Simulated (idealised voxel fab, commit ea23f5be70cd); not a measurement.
Process module name: voxel air gaps
Section cut is 240 nm wide and gridded with 5 nm square cells.
Cross-section, as written here: a square-cell grid given band by band from the top down, where a band holds one or more rows of cells. Heads up on the band format: heights come first, top then bottom, in nm. After that it's the materials left to right, each with its width in nm. A single material flagged "all across" fills the whole band edge to edge, and "blank" means there's empty space there. Note: height 0 marks the level under which the wafer is uniformly one material as received. Lowest band unbounded below, written "from 0 down". Width: "30..40" (first number = top row, second number = bottom row, same change from row to row of cells). Step marked "nothing different"? Then no cell in the cross-section changed in it. Voids lacking openings: empty space of 8 cells or more with no open way to the top, each as width x height at its distance from the left edge, in nm. Past the settings on a step's line: simulator remark, on that step. "overlay nm", when on a step's line for a step with a mask, measures how far to the right of its planned place the mask lay; a negative measure means to the left.
PROCESS STEPS FORESEEN IN THE PLAN
1,RECEIVE | material Si
2,CONFORMAL_DEP | material SiO2 | thk nm 15
3,CONFORMAL_DEP | material SiCN | thk nm 5
4,DIRECTIONAL_DEP | material SiO2 | thk nm 40
5,PATTERN | tone open | mask id LINES | material resist | width nm 15 | pitch nm 40 | thk nm 20 | overlay nm 0
6,DIRECTIONAL_ETCH | etch materials SiO2 | depth nm 40
7,STRIP | etch materials resist
8,CONFORMAL_DEP | material TiN | thk nm 5
9,FILL_DEP | material Cu | thk nm 5
10,CMP | height nm 60
11,EPI | material Ru | thk nm 10
12,SELECTIVE_ETCH | etch materials SiO2 | depth nm 50
13,CONFORMAL_DEP | material SiCN | thk nm 5
CROSS-SECTION OF THE INCOMING WAFER, STATE AFTER STEP 1
	from 0 down  Si all across
	Voids lacking openings: none
CROSS-SECTION, FIRST OF TWO WAFERS, END OF MODULE, RUN AS PLANNED
	from 75 to 70  blank 35 nm | SiCN 165 nm | blank 40 nm
	from 70 to 60  blank 35 nm | SiCN 5 nm | Ru 35 nm | SiCN 5 nm | Ru 35 nm | SiCN 5 nm | Ru 35 nm | SiCN 5 nm | Ru 35 nm | SiCN 5 nm | blank 40 nm
	from 60 to 55  blank 35 nm | SiCN 15 nm | TiN 5 nm | Cu 5 nm | TiN 5 nm | SiCN 25 nm | TiN 5 nm | Cu 5 nm | TiN 5 nm | SiCN 25 nm | TiN 5 nm | Cu 5 nm | TiN 5 nm | SiCN 25 nm | TiN 5 nm | Cu 5 nm | TiN 5 nm | SiCN 15 nm | blank 40 nm
	from 55 to 25  blank 45 nm | SiCN 5 nm | TiN 5 nm | Cu 5 nm | TiN 5 nm | SiCN 5 nm | blank 15 nm | SiCN 5 nm | TiN 5 nm | Cu 5 nm | TiN 5 nm | SiCN 5 nm | blank 15 nm | SiCN 5 nm | TiN 5 nm | Cu 5 nm | TiN 5 nm | SiCN 5 nm | blank 15 nm | SiCN 5 nm | TiN 5 nm | Cu 5 nm | TiN 5 nm | SiCN 5 nm | blank 50 nm
	from 25 to 20  SiCN 50 nm | TiN 15 nm | SiCN 25 nm | TiN 15 nm | SiCN 25 nm | TiN 15 nm | SiCN 25 nm | TiN 15 nm | SiCN 55 nm
	from 20 to 15  SiCN all across
	from 15 to 0  SiO2 all across
	from 0 down  Si all across
	Voids lacking openings: 15 x 30 at 70; 15 x 30 at 110; 15 x 30 at 150
THE SECOND WAFER, SHOWN IN CROSS-SECTION AFTER THE MODULE: STARTED THE SAME WAY AS THE FIRST AND GIVEN THE SAME PLAN, YET ONE MISTAKE CREPT INTO HOW IT WAS RUN
	from 70 to 60  blank 40 nm | Ru 35 nm | blank 5 nm | Ru 35 nm | blank 5 nm | Ru 35 nm | blank 5 nm | Ru 35 nm | blank 45 nm
	from 60 to 25  blank 50 nm | TiN 5 nm | Cu 5 nm | TiN 5 nm | blank 25 nm | TiN 5 nm | Cu 5 nm | TiN 5 nm | blank 25 nm | TiN 5 nm | Cu 5 nm | TiN 5 nm | blank 25 nm | TiN 5 nm | Cu 5 nm | TiN 5 nm | blank 55 nm
	from 25 to 20  blank 50 nm | TiN 15 nm | blank 25 nm | TiN 15 nm | blank 25 nm | TiN 15 nm | blank 25 nm | TiN 15 nm | blank 55 nm
	from 20 to 15  SiCN all across
	from 15 to 0  SiO2 all across
	from 0 down  Si all across
	Voids lacking openings: none
Which mistake was made when the wafer was run? the run left out plan step 13 entirely, so it was never executed
Final tally in cells, some materials are higher or lower on the second wafer than on the first: 148 fewer of SiCN
So at the end we're looking at 3 closed voids on the first wafer and 0 on the second.
